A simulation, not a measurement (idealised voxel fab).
Module name: voxel transistor to metal (process module)
cross-section cut | 210 nm wide | cells 5 nm
How to read a cross-section here: the picture is a grid of square cells, written as bands going from the top down, and any band can span one or more rows of cells.
A band entry consists of two parts. The first gives the height of the band's top and the height of its bottom, in nm. The rest lists the band's materials from left to right, each with its width in nm. A single material labelled with the word "throughout" fills the band from edge to edge, and the word "blank" marks empty space.
Height datum 0, below which the as-received substrate wafer is one material. Lowest band open at the bottom, running downward: "z 0 and below".
The notation "30..40" denotes a width that varies across the rows of cells in the band, beginning at the first number in the top row, finishing at the second number in the bottom row, and changing by an identical amount from each row to the next.
"same as before", as given for a step, is the statement that not any cell of the cross-section underwent a change during that step.
Entry "Entrapped void list" = empty spaces >= 8 cells with no open way to the top; each as width x height at distance, distance from left edge, all nm.
Note: text after step settings on the step line = simulator remark on that step.
The line of a step may include "overlay nm". On a step with a mask, this value is how far to the right of its planned place the mask lay. A negative value means the mask lay to the left.

THE STEPS PLANNED FOR THE PROCESS ARE AS FOLLOWS
step 1: RECEIVE (material Si)
step 2: OXIDIZE (depth nm 5)
step 3: CONFORMAL_DEP (material SiN; thk nm 15)
step 4: PATTERN (tone cover; mask id ACTIVE; material resist; width nm 115; thk nm 15; overlay nm 0)
step 5: DIRECTIONAL_ETCH (etch materials SiN; depth nm 15)
step 6: DIRECTIONAL_ETCH (etch materials SiO2; depth nm 5)
step 7: DIRECTIONAL_ETCH (etch materials Si; depth nm 30)
step 8: STRIP (etch materials resist)
step 9: OXIDIZE (depth nm 5)
step 10: FILL_DEP (material SiO2; thk nm 10)
step 11: CMP (height nm 15)
step 12: SELECTIVE_ETCH (etch materials SiO2; depth nm 10)
step 13: STRIP (etch materials SiN)
step 14: SELECTIVE_ETCH (etch materials SiO2; depth nm 5)
step 15: OXIDIZE (depth nm 5)
step 16: DIRECTIONAL_DEP (material polySi; thk nm 20)
step 17: DIRECTIONAL_DEP (material SiCN; thk nm 15)
step 18: DIRECTIONAL_DEP (material aC; thk nm 10)
step 19: PATTERN (tone cover; mask id GATE; material resist; width nm 25; thk nm 25; overlay nm 0)
step 20: DIRECTIONAL_ETCH (etch materials aC; depth nm 10)
step 21: STRIP (etch materials resist)
step 22: DIRECTIONAL_ETCH (etch materials SiCN; depth nm 25)
step 23: DIRECTIONAL_ETCH (etch materials polySi; depth nm 30)
step 24: STRIP (etch materials aC)
step 25: CONFORMAL_DEP (material SiO2; thk nm 5)
step 26: DIRECTIONAL_ETCH (etch materials SiO2; depth nm 5)
step 27: CONFORMAL_DEP (material SiN; thk nm 5)
step 28: DIRECTIONAL_ETCH (etch materials SiN; depth nm 5)
step 29: DIRECTIONAL_ETCH (etch materials SiO2; depth nm 5)
step 30: DIRECTIONAL_ETCH (etch materials Si; depth nm 5)
step 31: EPI (material SiGe; thk nm 10)
step 32: FILL_DEP (material SiO2; thk nm 5)
step 33: CMP (height nm 30)
step 34: DIRECTIONAL_DEP (material SiO2; thk nm 10)
step 35: DIRECTIONAL_DEP (material aC; thk nm 10)
step 36: PATTERN (tone open; mask id CONTACT; material resist; width nm 35; pitch nm 70; thk nm 30; overlay nm 0)
step 37: DIRECTIONAL_ETCH (etch materials aC; depth nm 10)
step 38: STRIP (etch materials resist)
step 39: DIRECTIONAL_ETCH (etch materials SiO2; depth nm 45)
step 40: STRIP (etch materials aC)
step 41: CONFORMAL_DEP (material TiN; thk nm 5)
step 42: FILL_DEP (material Ru; thk nm 5)
step 43: CMP (height nm 40)
step 44: DIRECTIONAL_DEP (material TiN; thk nm 5)
step 45: DIRECTIONAL_DEP (material W; thk nm 15)
step 46: MASKED_ETCH (tone cover; mask id METAL_1; width nm 20; pitch nm 85; etch materials W; depth nm 15; overlay nm 0)
step 47: MASKED_ETCH (tone cover; mask id METAL_1; width nm 20; pitch nm 85; etch materials TiN; depth nm 5; overlay nm 0)
step 48: CONFORMAL_DEP (material SiN; thk nm 5)
step 49: FILL_DEP (material SiO2; thk nm 10)
step 50: CMP (height nm 60)
step 51: CONFORMAL_DEP (material SiCN; thk nm 5)
step 52: DIRECTIONAL_DEP (material SiO2; thk nm 25)
step 53: PATTERN (tone open; mask id METAL_2; material resist; width nm 20; pitch nm 85; thk nm 20; overlay nm 0)
step 54: DIRECTIONAL_ETCH (etch materials SiO2; depth nm 15)
step 55: STRIP (etch materials resist)
step 56: PATTERN (tone open; mask id METAL_2_HOLES; material resist; width nm 15; pitch nm 85; thk nm 20; overlay nm 0)
step 57: DIRECTIONAL_ETCH (etch materials SiO2; depth nm 10)
step 58: DIRECTIONAL_ETCH (etch materials SiCN; depth nm 5)
step 59: STRIP (etch materials resist)
step 60: CONFORMAL_DEP (material TiN; thk nm 5)
step 61: FILL_DEP (material Cu; thk nm 5)
step 62: CMP (height nm 90)
step 63: CONFORMAL_DEP (material SiN; thk nm 5)

CROSS-SECTION: WAFER ON ARRIVAL = AFTER STEP 1
    z 0 and below = Si throughout
    Entrapped void list: none

CROSS-SECTION, FIRST OF TWO WAFERS, END OF MODULE, RUN AS PLANNED
    z 95 to 90 = SiN throughout
    z 90 to 80 = 50 of SiO2, then 5 of TiN, then 10 of Cu, then 5 of TiN, then 65 of SiO2, then 5 of TiN, then 10 of Cu, then 5 of TiN, then 55 of SiO2
    z 80 to 75 = 50 of SiO2, then 5 of TiN, then 5 of Cu, then 10 of TiN, then 65 of SiO2, then 5 of TiN, then 5 of Cu, then 10 of TiN, then 55 of SiO2
    z 75 to 65 = 50 of SiO2, then 5 of TiN, then 5 of Cu, then 5 of TiN, then 70 of SiO2, then 5 of TiN, then 5 of Cu, then 5 of TiN, then 60 of SiO2
    z 65 to 60 = 50 of SiCN, then 15 of TiN, then 70 of SiCN, then 15 of TiN, then 60 of SiCN
    z 60 to 45 = 45 of SiO2, then 5 of SiN, then 20 of W, then 5 of SiN, then 55 of SiO2, then 5 of SiN, then 20 of W, then 5 of SiN, then 50 of SiO2
    z 45 to 40 = 50 of SiN, then 20 of TiN, then 65 of SiN, then 20 of TiN, then 55 of SiN
    z 40 to 30 = 50 of SiO2, then 5 of TiN, then 25..20 of Ru, then 5..10 of TiN, then 35 of SiO2, then 5..10 of TiN, then 25..20 of Ru, then 5 of TiN, then 55 of SiO2
    z 30 to 15 = 50 of SiO2, then 5 of TiN, then 20 of Ru, then 5 of TiN, then 5 of SiN, then 5 of SiO2, then 25 of SiCN, then 5 of SiO2, then 5 of SiN, then 5 of TiN, then 20 of Ru, then 5 of TiN, then 55 of SiO2
    z 15 to 5 = 50 of SiO2, then 5 of TiN, then 20 of Ru, then 5 of TiN, then 5 of SiN, then 5 of SiO2, then 25 of polySi, then 5 of SiO2, then 5 of SiN, then 5 of TiN, then 20 of Ru, then 5 of TiN, then 55 of SiO2
    z 5 to 0 = 50 of SiO2, then 5 of TiN, then 10 of Ru, then 15 of TiN, then 5 of SiN, then 5 of SiO2, then 25 of polySi, then 5 of SiO2, then 5 of SiN, then 15 of TiN, then 10 of Ru, then 5 of TiN, then 55 of SiO2
    z 0 to -5 = 45 of SiO2, then 5 of SiN, then 20 of TiN, then 10 of SiGe, then 5 of SiN, then 5 of SiO2, then 25 of polySi, then 5 of SiO2, then 5 of SiN, then 10 of SiGe, then 20 of TiN, then 5 of SiN, then 50 of SiO2
    z -5 to -10 = 50 of SiO2, then 30 of SiGe, then 45 of SiO2, then 30 of SiGe, then 55 of SiO2
    z -10 to -15 = 50 of SiO2, then 30 of SiGe, then 45 of Si, then 30 of SiGe, then 55 of SiO2
    z -15 to -40 = 50 of SiO2, then 105 of Si, then 55 of SiO2
    z -40 and below = Si throughout
    Entrapped void list: none

SAME START, SAME PLAN AS THE FIRST WAFER - BUT ONE MISTAKE IN THE RUN. CROSS-SECTION OF THE SECOND OF THE TWO AT THE END OF THE MODULE
    z 95 to 90 = SiN throughout
    z 90 to 80 = 50 of SiO2, then 5 of TiN, then 10 of Cu, then 5 of TiN, then 65 of SiO2, then 5 of TiN, then 10 of Cu, then 5 of TiN, then 55 of SiO2
    z 80 to 75 = 50 of SiO2, then 5 of TiN, then 5 of Cu, then 10 of TiN, then 65 of SiO2, then 5 of TiN, then 5 of Cu, then 10 of TiN, then 55 of SiO2
    z 75 to 65 = 50 of SiO2, then 5 of TiN, then 5 of Cu, then 5 of TiN, then 70 of SiO2, then 5 of TiN, then 5 of Cu, then 5 of TiN, then 60 of SiO2
    z 65 to 60 = 50 of SiCN, then 15 of TiN, then 70 of SiCN, then 15 of TiN, then 60 of SiCN
    z 60 to 50 = 50 of W, then 5 of SiN, then 10 of SiO2, then 5 of SiN, then 65 of W, then 5 of SiN, then 10 of SiO2, then 5 of SiN, then 55 of W
    z 50 to 45 = 50 of W, then 20 of SiN, then 65 of W, then 20 of SiN, then 55 of W
    z 45 to 40 = TiN throughout
    z 40 to 30 = 50 of SiO2, then 5 of TiN, then 25..20 of Ru, then 5..10 of TiN, then 35 of SiO2, then 5..10 of TiN, then 25..20 of Ru, then 5 of TiN, then 55 of SiO2
    z 30 to 15 = 50 of SiO2, then 5 of TiN, then 20 of Ru, then 5 of TiN, then 5 of SiN, then 5 of SiO2, then 25 of SiCN, then 5 of SiO2, then 5 of SiN, then 5 of TiN, then 20 of Ru, then 5 of TiN, then 55 of SiO2
    z 15 to 5 = 50 of SiO2, then 5 of TiN, then 20 of Ru, then 5 of TiN, then 5 of SiN, then 5 of SiO2, then 25 of polySi, then 5 of SiO2, then 5 of SiN, then 5 of TiN, then 20 of Ru, then 5 of TiN, then 55 of SiO2
    z 5 to 0 = 50 of SiO2, then 5 of TiN, then 10 of Ru, then 15 of TiN, then 5 of SiN, then 5 of SiO2, then 25 of polySi, then 5 of SiO2, then 5 of SiN, then 15 of TiN, then 10 of Ru, then 5 of TiN, then 55 of SiO2
    z 0 to -5 = 45 of SiO2, then 5 of SiN, then 20 of TiN, then 10 of SiGe, then 5 of SiN, then 5 of SiO2, then 25 of polySi, then 5 of SiO2, then 5 of SiN, then 10 of SiGe, then 20 of TiN, then 5 of SiN, then 50 of SiO2
    z -5 to -10 = 50 of SiO2, then 30 of SiGe, then 45 of SiO2, then 30 of SiGe, then 55 of SiO2
    z -10 to -15 = 50 of SiO2, then 30 of SiGe, then 45 of Si, then 30 of SiGe, then 55 of SiO2
    z -15 to -40 = 50 of SiO2, then 105 of Si, then 55 of SiO2
    z -40 and below = Si throughout
    Entrapped void list: none
Diagnosis: step 46 was processed under conditions differing from the plan, specifically as MASKED_ETCH (tone open; mask id METAL_1; width nm 20; pitch nm 85; etch materials W; depth nm 15; overlay nm 0)
Counted in cells at the end, the second wafer holds more or fewer of these materials than the first: -30 SiN, -82 SiO2, +34 TiN, +78 W
